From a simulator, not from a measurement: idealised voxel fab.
The document below concerns the process module designated voxel released beams.
Xsec cut, 150 nm wide, square cell size 5 nm.
For the purposes of this document, a cross-section shall be understood as a grid of square cells, specified as bands listed in top-to-bottom order, each band consisting of one or more rows of cells.
First you get the band's top height and its bottom height, in nm, and then the materials it's made of, left to right, with each width in nm. If you see a single material with "all across", that one covers the band edge to edge. "empty" is empty space.
It should be noted that heights are counted from 0, beneath which the wafer as supplied is of one material throughout, and that the lowest band possesses no lower boundary but continues downward, as written in "0 down".
The two numbers in a width such as "30 to 40" mark its ends across the band: the first belongs to the top row of cells, the second to the bottom row, and from each row to the next the width moves by the same amount.
"all unchanged" for a step: no cell of the cross-section changed in that step.
"Fully enclosed voids" lists enclosed empty spaces (at least 8 cells, no open path upward to the top), each as width x height at distance from the left edge, in nm.
Past the settings on a step's line: simulator remark, on that step.
overlay nm: mask right of planned place by this much (step with mask). Neg. = left.
[Planned step list for the process]
1: RECEIVE | material Si
2: CONFORMAL_DEP | material Al2O3 | thk nm 5
3: DIRECTIONAL_DEP | material SiO2 | thk nm 10
4: PATTERN | tone open | mask id ANCHOR | material resist | width nm 25 | thk nm 20 | overlay nm 0
5: DIRECTIONAL_ETCH | etch materials SiO2 | depth nm 10
6: STRIP | etch materials resist
7: CONFORMAL_DEP | material SiN | thk nm 10
8: PATTERN | tone cover | mask id BEAM | material resist | width nm 110 | thk nm 15 | overlay nm 0
9: DIRECTIONAL_ETCH | etch materials SiN | depth nm 5
10: STRIP | etch materials resist
11: STRIP | etch materials SiO2
Among the wafers covered here, the point of difference is the depth nm at step 9; their starting state is shared, and the plan presents the value of the first wafer.
[After step 1, as received: first of several wafers, cross-section]
> 0 down  Si all across
> Fully enclosed voids: none
[Take a look at the first of several wafers in cross-section: the module is done, and step 11 was its last step]
> 25 to 20  empty=15 | SiN=15 | empty=5 | SiN=90 | empty=25
> 20 to 15  SiN=30 | empty=5 | SiN=115
> 15 to 5  SiO2=20 | SiN=25 | SiO2=105
> 5 to 0  Al2O3 all across
> 0 down  Si all across
> Fully enclosed voids: none
[Here's the last wafer cross-sectioned at the end of the module]
> 25 to 15  empty=15 | SiN=15 | empty=5 | SiN=90 | empty=25
> 15 to 5  empty=20 | SiN=25 | empty=105
> 5 to 0  Al2O3 all across
> 0 down  Si all across
> Fully enclosed voids: none
[Quick key for the table: a row per wafer, taken at the end of the module. For each material it tells you how many cells the wafer gained (+) or lost (-) since it came in, and the closed voids come after]
depth nm 5, +30 Al2O3, +60 SiN, +50 SiO2, Fully enclosed voids: none
depth nm 10, +30 Al2O3, +52 SiN, Fully enclosed voids: none
depth nm 15, +30 Al2O3, +52 SiN, Fully enclosed voids: none
depth nm 20, +30 Al2O3, +52 SiN, Fully enclosed voids: none
depth nm 25, +30 Al2O3, +52 SiN, Fully enclosed voids: none
